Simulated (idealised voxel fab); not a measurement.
The following is a process module called voxel trench capacitor.
Shown is cross-section cut, with a width of 200 nm and square cells of size 5 nm.
A cross-section is a grid of square cells, given in bands from the top down. A band is one or more rows of cells.
A band entry consists of two parts. The first gives the height of the band's top and the height of its bottom, in nm. The rest lists the band's materials from left to right, each with its width in nm. A single material labelled with the word "throughout" fills the band from edge to edge, and the word "empty" marks empty space.
Heights are reckoned from 0. Under this level, the received wafer is all of one material. The bottommost band is open-ended downward, for example "0..down".
With a width like "30 to 40", each row of cells in the band differs from the next by the same amount, the top row carrying the first number and the bottom row the second.
Any step labelled "no alteration" changed none of the cells in the cross-section.
Look at "Cavities, sealed" for the closed voids: empty spaces with no open path to the top, sized 8 cells or up. Each is width x height at distance, distance from the left edge, all nm.
Read whatever lies past the settings on a step's line as the simulator's own remark about the step.
overlay nm, on a step with a mask: how far to the right of its planned place the mask lay; to the left if negative
### The process steps that were planned are listed below
- 1: RECEIVE, material Si
- 2: CONFORMAL_DEP, material SiN, thk nm 5
- 3: PATTERN, tone open, mask id TRENCH, material resist, width nm 30, pitch nm 45, thk nm 15, overlay nm 0
- 4: DIRECTIONAL_ETCH, etch materials SiN, depth nm 5
- 5: DIRECTIONAL_ETCH, etch materials Si, depth nm 35
- 6: STRIP, etch materials resist
- 7: CONFORMAL_DEP, material Al2O3, thk nm 5
- 8: CONFORMAL_DEP, material TiN, thk nm 5
- 9: FILL_DEP, material W, thk nm 5
- 10: CMP, height nm 5
### Cross-section of the incoming wafer, state after step 1
- 0..down  Si throughout
- Cavities, sealed: none
### Final cross-section, module run with one mistake (start and plan as above)
- 15..10  70 TiN, 10 W, 35 TiN, 10 W, 75 TiN
- 10..5  65 Al2O3, 5 TiN, 10 W, 5 TiN, 25 Al2O3, 5 TiN, 10 W, 5 TiN, 70 Al2O3
- 5..0  60 SiN, 5 Al2O3, 5 TiN, 10 W, 5 TiN, 5 Al2O3, 15 SiN, 5 Al2O3, 5 TiN, 10 W, 5 TiN, 5 Al2O3, 65 SiN
- 0..-25  60 Si, 5 Al2O3, 5 TiN, 10 W, 5 TiN, 5 Al2O3, 15 Si, 5 Al2O3, 5 TiN, 10 W, 5 TiN, 5 Al2O3, 65 Si
- -25..-30  60 Si, 5 Al2O3, 20 TiN, 5 Al2O3, 15 Si, 5 Al2O3, 20 TiN, 5 Al2O3, 65 Si
- -30..-35  60 Si, 30 Al2O3, 15 Si, 30 Al2O3, 65 Si
- -35..down  Si throughout
- Cavities, sealed: none
Where did the run depart from the plan? step 10 changed vs plan, executed as CMP, height nm 15
